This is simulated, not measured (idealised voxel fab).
Proc. module: voxel self aligned vias
Cross-section cut spans 155 nm and uses square cells 5 nm in size.
Cross-section spec: square-cell grid; bands listed top down; each band is one or more rows. First you get the band's top height and its bottom height, in nm, and then the materials it's made of, left to right, with each width in nm. If you see a single material with "all across", that one covers the band edge to edge. "blank" is empty space. Heights are expressed relative to 0, this being the level below which the as-received wafer comprises one material exclusively. The lowest band is unbounded in the downward direction and is denoted as in "0..down". A width such as "30..40" changes by the same amount from each row of cells to the next, from the band's top row to its bottom row. "left unchanged" means the step left every cell of the cross-section as it was. What "Cavities, closed" gives you is every empty space of 8 cells or more that is cut off from the top. Each appears as width x height at distance, with the distance taken from the left edge and width, height and distance all in nm. The remark found on a step's line after its settings is issued by the simulator itself and pertains to that step. overlay nm: mask offset rightward from planned place, masked step; negative means leftward offset.

Plan:
1,RECEIVE: material Si
2,CONFORMAL_DEP: material SiO2, thk nm 15
3,CONFORMAL_DEP: material SiCN, thk nm 5
4,DIRECTIONAL_DEP: material lowk, thk nm 30
5,MASKED_ETCH: tone open, mask id LINES, width nm 30, pitch nm 60, etch materials lowk, depth nm 30, overlay nm 0
6,CONFORMAL_DEP: material TiN, thk nm 5
7,FILL_DEP: material W, thk nm 5
8,CMP: height nm 50
9,SELECTIVE_ETCH: etch materials W Ru TiN, depth nm 5
10,FILL_DEP: material SiN, thk nm 10
11,CMP: height nm 50
12,DIRECTIONAL_DEP: material lowk, thk nm 20
13,DIRECTIONAL_DEP: material aC, thk nm 10
14,PATTERN: tone open, mask id VIAS, material resist, width nm 40, pitch nm 60, thk nm 25, overlay nm 0
15,DIRECTIONAL_ETCH: etch materials aC, depth nm 10
16,STRIP: etch materials resist
17,DIRECTIONAL_ETCH: etch materials lowk, depth nm 20
18,DIRECTIONAL_ETCH: etch materials SiN, depth nm 5
19,STRIP: etch materials aC
20,CONFORMAL_DEP: material TiN, thk nm 5
21,FILL_DEP: material Ru, thk nm 5
22,CMP: height nm 70
23,CONFORMAL_DEP: material SiN, thk nm 5

As received, after step 1:
> 0..down  Si all across
> Cavities, closed: none

Result of the module, cross-sectioned: start per above, plan per above, one error in how it was run:
> 70..65  SiN all across
> 65..55  25 of lowk / 5 of TiN / 30 of Ru / 5 of TiN / 20 of lowk / 5 of TiN / 30 of Ru / 5 of TiN / 30 of lowk
> 55..50  25 of lowk / 10 of TiN / 20 of Ru / 10 of TiN / 20 of lowk / 10 of TiN / 20 of Ru / 10 of TiN / 30 of lowk
> 50..45  30 of lowk / 30 of TiN / 30 of lowk / 30 of TiN / 35 of lowk
> 45..25  30 of lowk / 5 of TiN / 20 of W / 5 of TiN / 30 of lowk / 5 of TiN / 20 of W / 5 of TiN / 35 of lowk
> 25..20  30 of lowk / 30 of TiN / 30 of lowk / 30 of TiN / 35 of lowk
> 20..15  SiCN all across
> 15..0  SiO2 all across
> 0..down  Si all across
> Cavities, closed: none
What broke from the plan during processing? step 22: run off-plan, actual operation and settings CMP: height nm 65
